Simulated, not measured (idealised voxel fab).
This section sets out a process module, namely voxel trench capacitor.
Displayed cross-section: cut, width of 160 nm, square cells sized 5 nm.
A cross-section is written here as square cells arranged in a grid, and it is given in bands from the top down, each band taking up one or more rows of cells.
Heights first: top, then bottom, in nm. Then materials, left to right, each with a width in nm. "all across" on a single material: fills the band edge to edge. "blank": empty space.
It should be noted that heights are counted from 0, beneath which the wafer as supplied is of one material throughout, and that the lowest band possesses no lower boundary but continues downward, as written in "top 0, no bottom".
It should be noted that a width expressed as "30 to 40" varies in equal increments from row to row of cells within the band, taking the value of the first number at the top row and that of the second number at the bottom row.
Where the words "remained the same" appear for a step, the cross-section shows no cell changed by that step; every cell remained as before.
"Closed empty spaces" means: voids of 8 cells or more that are shut off from the top with no open way through. Written width x height at distance, distance from the left edge, in nm.
Formally, on a step line, whatever follows the settings is a remark that the simulator itself makes on the step.
overlay nm: mask offset rightward from planned place, masked step; negative means leftward offset.

THE PROCESS STEPS THAT WERE PLANNED ARE LISTED BELOW
1) RECEIVE with material Si
2) CONFORMAL_DEP with material SiN, thk nm 5
3) PATTERN with tone open, mask id TRENCH, material resist, width nm 25, pitch nm 40, thk nm 15, overlay nm 0
4) DIRECTIONAL_ETCH with etch materials SiN, depth nm 5
5) DIRECTIONAL_ETCH with etch materials Si, depth nm 25
6) STRIP with etch materials resist
7) CONFORMAL_DEP with material Al2O3, thk nm 5
8) CONFORMAL_DEP with material TiN, thk nm 5
9) FILL_DEP with material W, thk nm 5
10) CMP with height nm 5

FIRST OF TWO WAFERS, WITH THE RUN CARRIED OUT AS PLANNED

CROSS-SECTION: WAFER ON ARRIVAL = AFTER STEP 1
top 0, no bottom  Si all across
Closed empty spaces: none

AFTER STEP 2
top 5, bottom 0  SiN all across
Rest of section, below 0: as before.

AFTER STEP 3
top 20, bottom 5  45 nm resist  25 nm blank  15 nm resist  25 nm blank  50 nm resist
Rest of section, below 5: as before.

AFTER STEP 4
top 20, bottom 5  45 nm resist  25 nm blank  15 nm resist  25 nm blank  50 nm resist
top 5, bottom 0  45 nm SiN  25 nm blank  15 nm SiN  25 nm blank  50 nm SiN
Rest of section, below 0: as before.

AFTER STEP 5
top 20, bottom 5  45 nm resist  25 nm blank  15 nm resist  25 nm blank  50 nm resist
top 5, bottom 0  45 nm SiN  25 nm blank  15 nm SiN  25 nm blank  50 nm SiN
top 0, bottom -25  45 nm Si  25 nm blank  15 nm Si  25 nm blank  50 nm Si
Rest of section, below -25: as before.

AFTER STEP 6
top 5, bottom 0  45 nm SiN  25 nm blank  15 nm SiN  25 nm blank  50 nm SiN
Rest of section, below 0: as before.

AFTER STEP 7
top 10, bottom 5  50 nm Al2O3  15 nm blank  25 nm Al2O3  15 nm blank  55 nm Al2O3
top 5, bottom 0  45 nm SiN  5 nm Al2O3  15 nm blank  5 nm Al2O3  15 nm SiN  5 nm Al2O3  15 nm blank  5 nm Al2O3  50 nm SiN
top 0, bottom -20  45 nm Si  5 nm Al2O3  15 nm blank  5 nm Al2O3  15 nm Si  5 nm Al2O3  15 nm blank  5 nm Al2O3  50 nm Si
top -20, bottom -25  45 nm Si  25 nm Al2O3  15 nm Si  25 nm Al2O3  50 nm Si
Rest of section, below -25: as before.

AFTER STEP 8
top 15, bottom 10  55 nm TiN  5 nm blank  35 nm TiN  5 nm blank  60 nm TiN
top 10, bottom 5  50 nm Al2O3  5 nm TiN  5 nm blank  5 nm TiN  25 nm Al2O3  5 nm TiN  5 nm blank  5 nm TiN  55 nm Al2O3
top 5, bottom 0  45 nm SiN  5 nm Al2O3  5 nm TiN  5 nm blank  5 nm TiN  5 nm Al2O3  15 nm SiN  5 nm Al2O3  5 nm TiN  5 nm blank  5 nm TiN  5 nm Al2O3  50 nm SiN
top 0, bottom -15  45 nm Si  5 nm Al2O3  5 nm TiN  5 nm blank  5 nm TiN  5 nm Al2O3  15 nm Si  5 nm Al2O3  5 nm TiN  5 nm blank  5 nm TiN  5 nm Al2O3  50 nm Si
top -15, bottom -20  45 nm Si  5 nm Al2O3  15 nm TiN  5 nm Al2O3  15 nm Si  5 nm Al2O3  15 nm TiN  5 nm Al2O3  50 nm Si
Rest of section, below -20: as before.

AFTER STEP 9
top 20, bottom 15  W all across
top 15, bottom 10  55 nm TiN  5 nm W  35 nm TiN  5 nm W  60 nm TiN
top 10, bottom 5  50 nm Al2O3  5 nm TiN  5 nm W  5 nm TiN  25 nm Al2O3  5 nm TiN  5 nm W  5 nm TiN  55 nm Al2O3
top 5, bottom 0  45 nm SiN  5 nm Al2O3  5 nm TiN  5 nm W  5 nm TiN  5 nm Al2O3  15 nm SiN  5 nm Al2O3  5 nm TiN  5 nm W  5 nm TiN  5 nm Al2O3  50 nm SiN
top 0, bottom -15  45 nm Si  5 nm Al2O3  5 nm TiN  5 nm W  5 nm TiN  5 nm Al2O3  15 nm Si  5 nm Al2O3  5 nm TiN  5 nm W  5 nm TiN  5 nm Al2O3  50 nm Si
Rest of section, below -15: as before.

AFTER STEP 10
top 5, bottom 0  45 nm SiN  5 nm Al2O3  5 nm TiN  5 nm W  5 nm TiN  5 nm Al2O3  15 nm SiN  5 nm Al2O3  5 nm TiN  5 nm W  5 nm TiN  5 nm Al2O3  50 nm SiN
Rest of section, below 0: as before.

THE REMAINING WAFER, SECOND OF THE TWO, STARTED LIKE THE FIRST AND WAS RUN TO THE SAME PLAN, EXCEPT THAT ONE MISTAKE WAS MADE ALONG THE WAY; THE TWO COINCIDE THROUGH STEP 4, INCLUSIVE

CROSS-SECTION, SECOND WAFER, AT THE END TIME THE PLAN GIVES FOR STEP 5
top 20, bottom 5  45 nm resist  25 nm blank  15 nm resist  25 nm blank  50 nm resist
top 5, bottom 0  45 nm SiN  25 nm blank  15 nm SiN  25 nm blank  50 nm SiN
top 0, bottom -50  45 nm Si  25 nm blank  15 nm Si  25 nm blank  50 nm Si
Rest of section, below -50: as before.

CROSS-SECTION, SECOND WAFER, AT THE END TIME THE PLAN GIVES FOR STEP 6
top 5, bottom 0  45 nm SiN  25 nm blank  15 nm SiN  25 nm blank  50 nm SiN
Rest of section, below 0: as before.

CROSS-SECTION, SECOND WAFER, AT THE END TIME THE PLAN GIVES FOR STEP 7
top 10, bottom 5  50 nm Al2O3  15 nm blank  25 nm Al2O3  15 nm blank  55 nm Al2O3
top 5, bottom 0  45 nm SiN  5 nm Al2O3  15 nm blank  5 nm Al2O3  15 nm SiN  5 nm Al2O3  15 nm blank  5 nm Al2O3  50 nm SiN
top 0, bottom -45  45 nm Si  5 nm Al2O3  15 nm blank  5 nm Al2O3  15 nm Si  5 nm Al2O3  15 nm blank  5 nm Al2O3  50 nm Si
top -45, bottom -50  45 nm Si  25 nm Al2O3  15 nm Si  25 nm Al2O3  50 nm Si
Rest of section, below -50: as before.

CROSS-SECTION, SECOND WAFER, AT THE END TIME THE PLAN GIVES FOR STEP 8
top 15, bottom 10  55 nm TiN  5 nm blank  35 nm TiN  5 nm blank  60 nm TiN
top 10, bottom 5  50 nm Al2O3  5 nm TiN  5 nm blank  5 nm TiN  25 nm Al2O3  5 nm TiN  5 nm blank  5 nm TiN  55 nm Al2O3
top 5, bottom 0  45 nm SiN  5 nm Al2O3  5 nm TiN  5 nm blank  5 nm TiN  5 nm Al2O3  15 nm SiN  5 nm Al2O3  5 nm TiN  5 nm blank  5 nm TiN  5 nm Al2O3  50 nm SiN
top 0, bottom -40  45 nm Si  5 nm Al2O3  5 nm TiN  5 nm blank  5 nm TiN  5 nm Al2O3  15 nm Si  5 nm Al2O3  5 nm TiN  5 nm blank  5 nm TiN  5 nm Al2O3  50 nm Si
top -40, bottom -45  45 nm Si  5 nm Al2O3  15 nm TiN  5 nm Al2O3  15 nm Si  5 nm Al2O3  15 nm TiN  5 nm Al2O3  50 nm Si
Rest of section, below -45: as before.

CROSS-SECTION, SECOND WAFER, AT THE END TIME THE PLAN GIVES FOR STEP 9
top 20, bottom 15  W all across
top 15, bottom 10  55 nm TiN  5 nm W  35 nm TiN  5 nm W  60 nm TiN
top 10, bottom 5  50 nm Al2O3  5 nm TiN  5 nm W  5 nm TiN  25 nm Al2O3  5 nm TiN  5 nm W  5 nm TiN  55 nm Al2O3
top 5, bottom 0  45 nm SiN  5 nm Al2O3  5 nm TiN  5 nm W  5 nm TiN  5 nm Al2O3  15 nm SiN  5 nm Al2O3  5 nm TiN  5 nm W  5 nm TiN  5 nm Al2O3  50 nm SiN
top 0, bottom -40  45 nm Si  5 nm Al2O3  5 nm TiN  5 nm W  5 nm TiN  5 nm Al2O3  15 nm Si  5 nm Al2O3  5 nm TiN  5 nm W  5 nm TiN  5 nm Al2O3  50 nm Si
Rest of section, below -40: as before.

CROSS-SECTION, SECOND WAFER, AT THE END TIME THE PLAN GIVES FOR STEP 10
top 5, bottom 0  45 nm SiN  5 nm Al2O3  5 nm TiN  5 nm W  5 nm TiN  5 nm Al2O3  15 nm SiN  5 nm Al2O3  5 nm TiN  5 nm W  5 nm TiN  5 nm Al2O3  50 nm SiN
Rest of section, below 0: as before.
The plan and the run diverged here: step 5 from the plan got run twice
The final cell counts differ between the wafers, with the second having more or fewer of some materials than the first: Al2O3 +20; Si -50; TiN +20; W +10
